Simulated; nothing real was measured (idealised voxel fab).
The document below concerns the process module designated voxel capacitor over wiring.
Square cells of 5 nm make up the cross-section cut, whose width is 240 nm.
Cross-section format: a grid of square cells, given as bands from top to bottom; each band is one or more rows of cells. Basically the band line says how high the top is and how high the bottom is, in nm, and then what's in it from left to right, every material with its width in nm. Empty space shows up as "blank", and if a single material carries "all across" it runs the full band edge to edge. Heights are expressed relative to 0, this being the level below which the as-received wafer comprises one material exclusively. The lowest band is unbounded in the downward direction and is denoted as in "top 0, no bottom". Width "30->40": first value at the band's top row of cells, second value at its bottom row, equal change from row to row. "nothing altered" (step): cross-section cells unchanged, all of them. Closed-off voids of 8+ cells (no open route to the top) go in "Sealed internal cavities", written width x height at distance from the left edge, in nm. It should be noted that, on the line of a given step, the content following the step's settings is a remark produced by the simulator itself with respect to that step. "overlay nm" denotes, for a step that has a mask, the displacement of the mask to the right of its planned place, with negative values corresponding to the left.

Steps planned for the process:
1) RECEIVE: material Si
2) CONFORMAL_DEP: material SiO2, thk nm 10
3) CONFORMAL_DEP: material SiN, thk nm 5
4) DIRECTIONAL_DEP: material SiO2, thk nm 15
5) PATTERN: tone open, mask id METAL_1, material resist, width nm 30, pitch nm 80, thk nm 15, overlay nm 0
6) DIRECTIONAL_ETCH: etch materials SiO2, depth nm 15
7) DIRECTIONAL_ETCH: etch materials SiN, depth nm 5
8) STRIP: etch materials resist
9) CONFORMAL_DEP: material TiN, thk nm 5
10) FILL_DEP: material Cu, thk nm 5
11) CMP: height nm 30
12) EPI: material Ru, thk nm 5
13) FILL_DEP: material SiCN, thk nm 5
14) DIRECTIONAL_DEP: material SiO2, thk nm 15
15) DIRECTIONAL_DEP: material aC, thk nm 15
16) PATTERN: tone open, mask id PLUG_1, material resist, width nm 15, thk nm 30, overlay nm 0
17) DIRECTIONAL_ETCH: etch materials aC, depth nm 15
18) STRIP: etch materials resist
19) DIRECTIONAL_ETCH: etch materials SiO2, depth nm 15
20) DIRECTIONAL_ETCH: etch materials SiCN, depth nm 5
21) STRIP: etch materials aC
22) CONFORMAL_DEP: material TiN, thk nm 5
23) FILL_DEP: material W, thk nm 10
24) CMP: height nm 55
25) DIRECTIONAL_DEP: material TiN, thk nm 10
26) DIRECTIONAL_DEP: material Al2O3, thk nm 5
27) DIRECTIONAL_DEP: material TiN, thk nm 5
28) MASKED_ETCH: tone cover, mask id UPPER_PLATE, width nm 55, etch materials TiN, depth nm 5, overlay nm 0
29) MASKED_ETCH: tone cover, mask id UPPER_PLATE, width nm 55, etch materials Al2O3, depth nm 5, overlay nm 0
30) MASKED_ETCH: tone cover, mask id LOWER_PLATE, width nm 65, etch materials TiN, depth nm 10, overlay nm 0
31) FILL_DEP: material SiO2, thk nm 20
32) CMP: height nm 90
33) DIRECTIONAL_DEP: material aC, thk nm 15
34) PATTERN: tone open, mask id PLUG_2, material resist, width nm 15, thk nm 35, overlay nm 0
35) DIRECTIONAL_ETCH: etch materials aC, depth nm 15
36) STRIP: etch materials resist
37) DIRECTIONAL_ETCH: etch materials SiO2, depth nm 15
38) STRIP: etch materials aC
39) CONFORMAL_DEP: material TiN, thk nm 5
40) FILL_DEP: material Ru, thk nm 5
41) CMP: height nm 90
42) CONFORMAL_DEP: material SiN, thk nm 5

Wafer cross-section on receipt, i.e. after step 1:
top 0, no bottom = Si all across
Sealed internal cavities: none

The cross-section shown corresponds to the wafer at the conclusion of the module. The initial structure and the process plan are those presented above; however, one mistake occurred in executing the plan:
top 95, bottom 90 = SiN all across
top 90, bottom 80 = SiO2: 90  TiN: 5  Ru: 5  TiN: 5  SiO2: 135
top 80, bottom 70 = SiO2: 90->80  TiN: 15->55  SiO2: 135->105
top 70, bottom 65 = SiO2: 80  Al2O3: 55  SiO2: 105
top 65, bottom 55 = SiO2: 75  TiN: 65  SiO2: 100
top 55, bottom 40 = SiO2: 80  TiN: 5  W: 10  TiN: 5  SiO2: 140
top 40, bottom 35 = SiCN: 80  TiN: 20  SiCN: 140
top 35, bottom 30 = SiCN: 60  Ru: 40  SiCN: 40  Ru: 40  SiCN: 60
top 30, bottom 15 = SiO2: 65  TiN: 5  Cu: 20  TiN: 5  SiO2: 50  TiN: 5  Cu: 20  TiN: 5  SiO2: 65
top 15, bottom 10 = SiN: 65  TiN: 30  SiN: 50  TiN: 30  SiN: 65
top 10, bottom 0 = SiO2 all across
top 0, no bottom = Si all across
Sealed internal cavities: none
Here's what went sideways: step 16 deviated from plan and actually ran as PATTERN: tone open, mask id PLUG_1, material resist, width nm 20, thk nm 30, overlay nm 0
